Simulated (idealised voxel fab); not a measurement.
The process module presented herein is designated voxel self aligned contacts.
Xsec cut, 280 nm wide, square cell size 5 nm.
Cross-section = grid of square cells, listed top down in bands; band = one or more rows. Heights first: top, then bottom, in nm. Then materials, left to right, each with a width in nm. "all across" on a single material: fills the band edge to edge. "empty": empty space. Zero point of the height axis is 0; under it, received wafer = one material. Lowest band: continues down indefinitely, "0 -> down". Note: "30->40" means the width goes from the first number (top row of the band) to the second number (bottom row) in equal steps per row of cells. The cross-section has no changed cell in any step marked "no alterations made". Under "Enclosed internal cavities" you'll find the enclosed gaps, the ones with no way out to the top, that are 8 cells or bigger; each reads width x height at distance, with distance counted from the left edge, everything in nm. It should be noted that, on the line of a given step, the content following the step's settings is a remark produced by the simulator itself with respect to that step. The line of a step may include "overlay nm". On a step with a mask, this value is how far to the right of its planned place the mask lay. A negative value means the mask lay to the left.

# Steps in the process plan
1 RECEIVE (material Si)
2 CONFORMAL_DEP (material SiO2; thk nm 5)
3 DIRECTIONAL_DEP (material polySi; thk nm 20)
4 DIRECTIONAL_DEP (material SiN; thk nm 15)
5 PATTERN (tone cover; mask id GATE; material resist; width nm 25; pitch nm 50; thk nm 20; overlay nm 0)
6 DIRECTIONAL_ETCH (etch materials SiN; depth nm 15)
7 DIRECTIONAL_ETCH (etch materials polySi; depth nm 20)
8 STRIP (etch materials resist)
9 CONFORMAL_DEP (material SiN; thk nm 5)
10 DIRECTIONAL_ETCH (etch materials SiN; depth nm 5)
11 FILL_DEP (material SiO2; thk nm 15)
12 CMP (height nm 45)
13 MASKED_ETCH (tone open; mask id CONTACT; width nm 35; etch materials SiO2; depth nm 45; overlay nm 0)
14 CONFORMAL_DEP (material TiN; thk nm 5)
15 FILL_DEP (material W; thk nm 10)
16 CMP (height nm 45)
17 CONFORMAL_DEP (material SiCN; thk nm 5)

# First out of two wafers; run went to plan

# Cross-sectional view of the wafer in its as-received condition, corresponding to the state after step 1
    0 -> down  Si all across
    Enclosed internal cavities: none

# The wafer, seen in cross-section, after step 2
    5 -> 0  SiO2 all across
    Anything lower than 0 is untouched.

# The wafer, seen in cross-section, after step 3
    25 -> 5  polySi all across
    Anything lower than 5 is untouched.

# The wafer, seen in cross-section, after step 4
    40 -> 25  SiN all across
    Anything lower than 25 is untouched.

# The wafer, seen in cross-section, after step 5
    60 -> 40  empty 100 nm, resist 25 nm, empty 25 nm, resist 25 nm, empty 105 nm
    Anything lower than 40 is untouched.

# The wafer, seen in cross-section, after step 6
    60 -> 40  empty 100 nm, resist 25 nm, empty 25 nm, resist 25 nm, empty 105 nm
    40 -> 25  empty 100 nm, SiN 25 nm, empty 25 nm, SiN 25 nm, empty 105 nm
    Anything lower than 25 is untouched.

# The wafer, seen in cross-section, after step 7
    60 -> 40  empty 100 nm, resist 25 nm, empty 25 nm, resist 25 nm, empty 105 nm
    40 -> 25  empty 100 nm, SiN 25 nm, empty 25 nm, SiN 25 nm, empty 105 nm
    25 -> 5  empty 100 nm, polySi 25 nm, empty 25 nm, polySi 25 nm, empty 105 nm
    Anything lower than 5 is untouched.

# The wafer, seen in cross-section, after step 8
    40 -> 25  empty 100 nm, SiN 25 nm, empty 25 nm, SiN 25 nm, empty 105 nm
    Anything lower than 25 is untouched.

# The wafer, seen in cross-section, after step 9
    45 -> 25  empty 95 nm, SiN 35 nm, empty 15 nm, SiN 35 nm, empty 100 nm
    25 -> 10  empty 95 nm, SiN 5 nm, polySi 25 nm, SiN 5 nm, empty 15 nm, SiN 5 nm, polySi 25 nm, SiN 5 nm, empty 100 nm
    10 -> 5  SiN 100 nm, polySi 25 nm, SiN 25 nm, polySi 25 nm, SiN 105 nm
    Anything lower than 5 is untouched.

# The wafer, seen in cross-section, after step 10
    40 -> 25  empty 95 nm, SiN 35 nm, empty 15 nm, SiN 35 nm, empty 100 nm
    25 -> 5  empty 95 nm, SiN 5 nm, polySi 25 nm, SiN 5 nm, empty 15 nm, SiN 5 nm, polySi 25 nm, SiN 5 nm, empty 100 nm
    Anything lower than 5 is untouched.

# The wafer, seen in cross-section, after step 11
    55 -> 40  SiO2 all across
    40 -> 25  SiO2 95 nm, SiN 35 nm, SiO2 15 nm, SiN 35 nm, SiO2 100 nm
    25 -> 5  SiO2 95 nm, SiN 5 nm, polySi 25 nm, SiN 5 nm, SiO2 15 nm, SiN 5 nm, polySi 25 nm, SiN 5 nm, SiO2 100 nm
    Anything lower than 5 is untouched.

# The wafer, seen in cross-section, after step 12
    45 -> 40  SiO2 all across
    Anything lower than 40 is untouched.

# The wafer, seen in cross-section, after step 13
    45 -> 40  SiO2 120 nm, empty 35 nm, SiO2 125 nm
    40 -> 25  SiO2 95 nm, SiN 35 nm, empty 15 nm, SiN 35 nm, SiO2 100 nm
    25 -> 5  SiO2 95 nm, SiN 5 nm, polySi 25 nm, SiN 5 nm, empty 15 nm, SiN 5 nm, polySi 25 nm, SiN 5 nm, SiO2 100 nm
    5 -> 0  SiO2 130 nm, empty 15 nm, SiO2 135 nm
    Anything lower than 0 is untouched.

# The wafer, seen in cross-section, after step 14
    50 -> 45  TiN 125 nm, empty 25 nm, TiN 130 nm
    45 -> 40  SiO2 120 nm, TiN 15 nm, empty 5 nm, TiN 15 nm, SiO2 125 nm
    40 -> 25  SiO2 95 nm, SiN 35 nm, TiN 5 nm, empty 5 nm, TiN 5 nm, SiN 35 nm, SiO2 100 nm
    25 -> 5  SiO2 95 nm, SiN 5 nm, polySi 25 nm, SiN 5 nm, TiN 5 nm, empty 5 nm, TiN 5 nm, SiN 5 nm, polySi 25 nm, SiN 5 nm, SiO2 100 nm
    5 -> 0  SiO2 130 nm, TiN 15 nm, SiO2 135 nm
    Anything lower than 0 is untouched.

# The wafer, seen in cross-section, after step 15
    60 -> 50  W all across
    50 -> 45  TiN 125 nm, W 25 nm, TiN 130 nm
    45 -> 40  SiO2 120 nm, TiN 15 nm, W 5 nm, TiN 15 nm, SiO2 125 nm
    40 -> 25  SiO2 95 nm, SiN 35 nm, TiN 5 nm, W 5 nm, TiN 5 nm, SiN 35 nm, SiO2 100 nm
    25 -> 5  SiO2 95 nm, SiN 5 nm, polySi 25 nm, SiN 5 nm, TiN 5 nm, W 5 nm, TiN 5 nm, SiN 5 nm, polySi 25 nm, SiN 5 nm, SiO2 100 nm
    Anything lower than 5 is untouched.

# The wafer, seen in cross-section, after step 16
    45 -> 40  SiO2 120 nm, TiN 15 nm, W 5 nm, TiN 15 nm, SiO2 125 nm
    Anything lower than 40 is untouched.

# The wafer, seen in cross-section, after step 17
    50 -> 45  SiCN all across
    Anything lower than 45 is untouched.

# Second Wafer (Identical Start and Plan, One Processing Error; Matches First Wafer Through Step 3)

# Second wafer at the planned finish of step 4, seen in cross-section
    55 -> 25  SiN all across
    Anything lower than 25 is untouched.

# Second wafer at the planned finish of step 5, seen in cross-section
    75 -> 55  empty 100 nm, resist 25 nm, empty 25 nm, resist 25 nm, empty 105 nm
    Anything lower than 55 is untouched.

# Second wafer at the planned finish of step 6, seen in cross-section
    75 -> 55  empty 100 nm, resist 25 nm, empty 25 nm, resist 25 nm, empty 105 nm
    55 -> 40  empty 100 nm, SiN 25 nm, empty 25 nm, SiN 25 nm, empty 105 nm
    Anything lower than 40 is untouched.

Second wafer at the planned finish of step 7, seen in cross-section: no alterations made

# Second wafer at the planned finish of step 8, seen in cross-section
    55 -> 40  empty 100 nm, SiN 25 nm, empty 25 nm, SiN 25 nm, empty 105 nm
    Anything lower than 40 is untouched.

# Second wafer at the planned finish of step 9, seen in cross-section
    60 -> 45  empty 95 nm, SiN 35 nm, empty 15 nm, SiN 35 nm, empty 100 nm
    45 -> 25  SiN all across
    Anything lower than 25 is untouched.

# Second wafer at the planned finish of step 10, seen in cross-section
    55 -> 40  empty 95 nm, SiN 35 nm, empty 15 nm, SiN 35 nm, empty 100 nm
    Anything lower than 40 is untouched.

# Second wafer at the planned finish of step 11, seen in cross-section
    70 -> 55  SiO2 all across
    55 -> 40  SiO2 95 nm, SiN 35 nm, SiO2 15 nm, SiN 35 nm, SiO2 100 nm
    Anything lower than 40 is untouched.

# Second wafer at the planned finish of step 12, seen in cross-section
    45 -> 40  SiO2 95 nm, SiN 35 nm, SiO2 15 nm, SiN 35 nm, SiO2 100 nm
    Anything lower than 40 is untouched.

# Second wafer at the planned finish of step 13, seen in cross-section
    45 -> 40  SiO2 95 nm, SiN 35 nm, empty 15 nm, SiN 35 nm, SiO2 100 nm
    Anything lower than 40 is untouched.

# Second wafer at the planned finish of step 14, seen in cross-section
    50 -> 45  TiN 135 nm, empty 5 nm, TiN 140 nm
    45 -> 40  SiO2 95 nm, SiN 35 nm, TiN 15 nm, SiN 35 nm, SiO2 100 nm
    Anything lower than 40 is untouched.

# Second wafer at the planned finish of step 15, seen in cross-section
    60 -> 50  W all across
    50 -> 45  TiN 135 nm, W 5 nm, TiN 140 nm
    Anything lower than 45 is untouched.

# Second wafer at the planned finish of step 16, seen in cross-section
    45 -> 40  SiO2 95 nm, SiN 35 nm, TiN 15 nm, SiN 35 nm, SiO2 100 nm
    Anything lower than 40 is untouched.

# Second wafer at the planned finish of step 17, seen in cross-section
    50 -> 45  SiCN all across
    Anything lower than 45 is untouched.
Deviation from plan: yeah, plan step 4 got run twice
Wrapping up, a cell-based count of both wafers puts the second over or under the first for these materials: +124 SiN; -280 SiO2; -20 TiN; -8 W; +184 polySi
